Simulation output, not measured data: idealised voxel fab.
Module name: voxel capacitor over wiring (process module)
The cross-section shown here is cut; it is 160 nm wide and divided into square cells measuring 5 nm on a side.
Just so we're on the same page, the cross-sections are grids of square cells, and they're listed out in bands top to bottom, each band one or more rows deep. Each band's line starts with the height of the band's top and of its bottom, in nm. Then come its materials from left to right, each with its width in nm. One material with "throughout" fills the band from edge to edge. "air" is empty space. The reference from which all heights are counted is 0, the level beneath which the as-received wafer is entirely one material; the lowest band, having no lower bound, proceeds downward and is written after the example "top 0, no bottom". So if you see something like "30..40" for the width, read it as the top row of the band sitting at the first number and the bottom row at the second, with every row in between moving by the same amount as the last. Given "left unchanged" for a step, no cell of the cross-section differs between before and after that step. Entry "Enclosed void catalog" = empty spaces >= 8 cells with no open way to the top; each as width x height at distance, distance from left edge, all nm. Read whatever lies past the settings on a step's line as the simulator's own remark about the step. Steps that use a mask can have "overlay nm" on their line. It says how far the mask sat to the right of where it was meant to be. Negative means to the left.

These are the steps we planned for the process:
1,RECEIVE [material Si]
2,CONFORMAL_DEP [material SiO2] [thk nm 10]
3,DIRECTIONAL_DEP [material TiN] [thk nm 5]
4,DIRECTIONAL_DEP [material Ru] [thk nm 20]
5,PATTERN [tone cover] [mask id METAL_1] [material resist] [width nm 25] [pitch nm 75] [thk nm 15] [overlay nm 0]
6,DIRECTIONAL_ETCH [etch materials Ru] [depth nm 20]
7,DIRECTIONAL_ETCH [etch materials TiN] [depth nm 5]
8,STRIP [etch materials resist]
9,CONFORMAL_DEP [material SiCN] [thk nm 5]
10,FILL_DEP [material lowk] [thk nm 10]
11,CMP [height nm 35]
12,CONFORMAL_DEP [material SiCN] [thk nm 5]
13,DIRECTIONAL_DEP [material lowk] [thk nm 10]
14,PATTERN [tone open] [mask id PLUG_1] [material resist] [width nm 15] [thk nm 15] [overlay nm 0]
15,DIRECTIONAL_ETCH [etch materials lowk] [depth nm 10]
16,DIRECTIONAL_ETCH [etch materials SiCN] [depth nm 5]
17,STRIP [etch materials resist]
18,CONFORMAL_DEP [material TiN] [thk nm 5]
19,FILL_DEP [material Cu] [thk nm 5]
20,CMP [height nm 50]
21,DIRECTIONAL_DEP [material TiN] [thk nm 5]
22,DIRECTIONAL_DEP [material Al2O3] [thk nm 5]
23,DIRECTIONAL_DEP [material TiN] [thk nm 10]
24,MASKED_ETCH [tone cover] [mask id UPPER_PLATE] [width nm 55] [etch materials TiN] [depth nm 10] [overlay nm 0]
25,MASKED_ETCH [tone cover] [mask id UPPER_PLATE] [width nm 55] [etch materials Al2O3] [depth nm 5] [overlay nm -15]
26,MASKED_ETCH [tone cover] [mask id LOWER_PLATE] [width nm 65] [etch materials TiN] [depth nm 5] [overlay nm 0]
27,FILL_DEP [material SiO2] [thk nm 15]
28,CMP [height nm 80]
29,DIRECTIONAL_DEP [material aC] [thk nm 15]
30,PATTERN [tone open] [mask id PLUG_2] [material resist] [width nm 15] [thk nm 35] [overlay nm 0]
31,DIRECTIONAL_ETCH [etch materials aC] [depth nm 15]
32,STRIP [etch materials resist]
33,DIRECTIONAL_ETCH [etch materials SiO2] [depth nm 10]
34,STRIP [etch materials aC]
35,CONFORMAL_DEP [material TiN] [thk nm 5]
36,FILL_DEP [material Cu] [thk nm 10]
37,CMP [height nm 80]
38,CONFORMAL_DEP [material SiCN] [thk nm 5]
The wafers are alike at the start. At step 25, their overlay nm differs. The plan lists the first wafer's value.

So this is the first of several wafers, cross-sectioned as it came to us, meaning it's at the end of step 1:
- top 0, no bottom = Si throughout
- Enclosed void catalog: none

Note: the following table is arranged by wafer, a row apiece. Each row reports the end-of-module state: per material, cells gained (+) or cells lost (-) compared with the wafer as received; closed voids follow:
overlay nm -15; +14 Al2O3; +3 Cu; +40 Ru; +99 SiCN; +199 SiO2; +59 TiN; +130 lowk; Enclosed void catalog: none
overlay nm -10; +13 Al2O3; +3 Cu; +40 Ru; +99 SiCN; +201 SiO2; +58 TiN; +130 lowk; Enclosed void catalog: none
overlay nm -5; +12 Al2O3; +3 Cu; +40 Ru; +99 SiCN; +203 SiO2; +57 TiN; +130 lowk; Enclosed void catalog: none
overlay nm 0; +11 Al2O3; +3 Cu; +40 Ru; +99 SiCN; +204 SiO2; +57 TiN; +130 lowk; Enclosed void catalog: none
overlay nm 5; +12 Al2O3; +3 Cu; +40 Ru; +99 SiCN; +203 SiO2; +57 TiN; +130 lowk; Enclosed void catalog: none
overlay nm 10; +13 Al2O3; +3 Cu; +40 Ru; +99 SiCN; +201 SiO2; +58 TiN; +130 lowk; Enclosed void catalog: none
overlay nm 15; +14 Al2O3; +3 Cu; +40 Ru; +99 SiCN; +199 SiO2; +59 TiN; +130 lowk; Enclosed void catalog: none
